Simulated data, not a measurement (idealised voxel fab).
voxel lift off: a process module
205 nm wide, 5 nm square cells: that's cross-section cut.
Just so we're on the same page, the cross-sections are grids of square cells, and they're listed out in bands top to bottom, each band one or more rows deep.
What a band's entry tells you: where the top is and where the bottom is, as heights in nm, and after that what lies inside, material by material from left to right, each with its width in nm. Empty space is written as the word "blank", and a single material marked with the word "throughout" occupies the band from edge to edge.
Counting heights begins at 0, where everything beneath is, in the wafer as received, one material. The lowest band has no bottom; it goes on downwards, as "0 down" shows.
The notation "30 to 40" denotes a width that varies across the rows of cells in the band, beginning at the first number in the top row, finishing at the second number in the bottom row, and changing by an identical amount from each row to the next.
Any step labelled "same as before" changed none of the cells in the cross-section.
"Entrapped voids" enumerates empty spaces isolated from the top, with no open way to it, that contain at least 8 cells, giving each as width x height at distance from the left edge, all three in nm.
What comes after the settings on a step's line is commentary from the simulator itself on that step.
"overlay nm" answers the question of how far to the right of plan the mask lay on a step that has a mask, and when it is negative the answer is to the left.
This section lists the process steps that were planned:
1) RECEIVE (material Si)
2) CONFORMAL_DEP (material SiN; thk nm 5)
3) PATTERN (tone open; mask id LINES; material resist; width nm 15; pitch nm 40; thk nm 25; overlay nm 0)
4) DIRECTIONAL_DEP (material Ru; thk nm 15)
5) STRIP (etch materials resist)
6) CONFORMAL_DEP (material SiO2; thk nm 5)
varied across the wafers: width nm of step 3. The plan shows the first wafer's value. All wafers start alike
The first of several wafers as received, shown in cross-section; this is its state after step 1:
* 0 down | Si throughout
* Entrapped voids: none
Module finished, last step 6 done: cross-section of the first of several wafers:
* 25 to 20 | 70 nm blank, 25 nm SiO2, 15 nm blank, 25 nm SiO2, 70 nm blank
* 20 to 10 | 70 nm blank, 5 nm SiO2, 15 nm Ru, 5 nm SiO2, 15 nm blank, 5 nm SiO2, 15 nm Ru, 5 nm SiO2, 70 nm blank
* 10 to 5 | 75 nm SiO2, 15 nm Ru, 25 nm SiO2, 15 nm Ru, 75 nm SiO2
* 5 to 0 | SiN throughout
* 0 down | Si throughout
* Entrapped voids: none
Sectional view of the last wafer upon completion of the module:
* 25 to 20 | 65 nm blank, 35 nm SiO2, 5 nm blank, 35 nm SiO2, 65 nm blank
* 20 to 10 | 65 nm blank, 5 nm SiO2, 25 nm Ru, 5 nm SiO2, 5 nm blank, 5 nm SiO2, 25 nm Ru, 5 nm SiO2, 65 nm blank
* 10 to 5 | 70 nm SiO2, 25 nm Ru, 15 nm SiO2, 25 nm Ru, 70 nm SiO2
* 5 to 0 | SiN throughout
* 0 down | Si throughout
* Entrapped voids: none
Below: a row per wafer. Contents at end of module: for every material, cells gained since receipt (+) or lost since receipt (-); then closed voids:
width nm 15 | +18 Ru | +41 SiN | +53 SiO2 | Entrapped voids: none
width nm 20 | +24 Ru | +41 SiN | +53 SiO2 | Entrapped voids: none
width nm 25 | +30 Ru | +41 SiN | +53 SiO2 | Entrapped voids: none
